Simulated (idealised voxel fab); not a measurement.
Process module under the name voxel double patterning
Xsec cut, 175 nm wide, square cell size 5 nm.
Cross-section, as written here: a square-cell grid given band by band from the top down, where a band holds one or more rows of cells.
It is stipulated that each band's entry specify, in nanometres, the height of the top of the band and then that of its bottom, followed by the materials of the band in left-to-right sequence, each together with its width in nanometres. A single material marked by the word "edge to edge" is understood to fill the band from edge to edge; the word "empty" is understood to denote empty space.
All heights in this document are referenced to 0, defined as the level beneath which the wafer, as received, consists entirely of one material. The lowest band is not bounded below; it extends indefinitely downward and is written in the form "0 and below".
Note: "30..40" means the width goes from the first number (top row of the band) to the second number (bottom row) in equal steps per row of cells.
For the purposes of this document, the phrase "no modification" attached to a step denotes that no cell within the cross-section was modified by that step.
Look at "Closed void entries" for the closed voids: empty spaces with no open path to the top, sized 8 cells or up. Each is width x height at distance, distance from the left edge, all nm.
Formally, on a step line, whatever follows the settings is a remark that the simulator itself makes on the step.
overlay nm: for a step with a mask, the amount by which the mask lay right of where it was planned; a negative amount means left of it.
## The process steps that were planned are listed below
| 1 | RECEIVE | material Si |
| 2 | CONFORMAL_DEP | material SiN | thk nm 5 |
| 3 | DIRECTIONAL_DEP | material SiO2 | thk nm 20 |
| 4 | DIRECTIONAL_DEP | material SiCN | thk nm 5 |
| 5 | DIRECTIONAL_DEP | material aC | thk nm 15 |
| 6 | PATTERN | tone open | mask id FIRST | material resist | width nm 15 | pitch nm 50 | thk nm 30 | overlay nm 0 |
| 7 | DIRECTIONAL_ETCH | etch materials aC | depth nm 15 |
| 8 | STRIP | etch materials resist |
| 9 | DIRECTIONAL_ETCH | etch materials SiCN | depth nm 5 |
| 10 | STRIP | etch materials aC |
| 11 | DIRECTIONAL_DEP | material aC | thk nm 10 |
| 12 | PATTERN | tone open | mask id SECOND | material resist | width nm 15 | thk nm 30 | overlay nm 0 |
| 13 | DIRECTIONAL_ETCH | etch materials aC | depth nm 10 |
| 14 | STRIP | etch materials resist |
| 15 | DIRECTIONAL_ETCH | etch materials SiCN | depth nm 5 |
| 16 | STRIP | etch materials aC |
| 17 | DIRECTIONAL_ETCH | etch materials SiO2 | depth nm 20 |
| 18 | STRIP | etch materials SiCN |
## Incoming wafer, cross-sectional view, post step 1
	0 and below  Si edge to edge
	Closed void entries: none
## Post-module cross-section of the first of two wafers (run per plan)
	25 down to 5  55 of SiO2  15 of empty  10 of SiO2  15 of empty  10 of SiO2  15 of empty  55 of SiO2
	5 down to 0  SiN edge to edge
	0 and below  Si edge to edge
	Closed void entries: none
## Module end: cross-section of wafer two of two. Same start and process plan as the first wafer. One mistake during execution
	25 down to 5  55 of SiO2  20 of empty  5 of SiO2  15 of empty  10 of SiO2  20 of empty  50 of SiO2
	5 down to 0  SiN edge to edge
	0 and below  Si edge to edge
	Closed void entries: none
Plan not followed: step 6 did not happen as planned, as run it was PATTERN | tone open | mask id FIRST | material resist | width nm 20 | pitch nm 50 | thk nm 30 | overlay nm 0
Final comparison by cell count, materials where the second wafer has more or fewer than the first: 8 fewer of SiO2
